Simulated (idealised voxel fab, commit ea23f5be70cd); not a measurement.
process module | voxel released beams
cross-section cut | 190 nm wide | cells 5 nm
A cross-section is a grid of square cells, given in bands from the top down. A band is one or more rows of cells.
Each band's line starts with the height of the band's top and of its bottom, in nm. Then come its materials from left to right, each with its width in nm. One material with "throughout" fills the band from edge to edge. "air" is empty space.
Height 0 is the level under which the wafer as received is all one material. The lowest band goes on downwards, as in "0 down".
A width such as "30 to 40" changes by the same amount from each row of cells to the next, from the band's top row to its bottom row.
"no change" after a step means that no cell of the cross-section changed.
closed voids: empty space of 8 cells or more with no open way to the top, each as width x height at its distance from the left edge, in nm
after a step's settings: what the simulator itself notes on the step
overlay nm, on a step with a mask: how far to the right of its planned place the mask lay; to the left if negative
plan
1 op RECEIVE | material Si
2 op CONFORMAL_DEP | material Al2O3 | thk nm 5
3 op DIRECTIONAL_DEP | material SiO2 | thk nm 20
4 op MASKED_ETCH | tone open | mask id ANCHOR | width nm 35 | etch materials SiO2 | depth nm 20 | overlay nm 0
5 op CONFORMAL_DEP | material W | thk nm 15
6 op DIRECTIONAL_DEP | material aC | thk nm 10
7 op PATTERN | tone cover | mask id BEAM | material resist | width nm 115 | thk nm 25 | overlay nm 0
8 op DIRECTIONAL_ETCH | etch materials aC | depth nm 10
9 op STRIP | etch materials resist
10 op DIRECTIONAL_ETCH | etch materials W | depth nm 15
11 op STRIP | etch materials aC
12 op STRIP | etch materials SiO2
as received, after step 1
  0 down: Si throughout
  closed voids: none
a wafer at the end: this start, this plan, one mistake
  30 to 25: air 35 | W 10 | air 25 | W 80 | air 40
  25 to 10: air 40 | W 5 | air 25 | W 5 | air 115
  10 to 5: air 40 | W 35 | air 115
  5 to 0: Al2O3 throughout
  0 down: Si throughout
  closed voids: none
what went wrong: step 5 ran as: op CONFORMAL_DEP | material W | thk nm 5
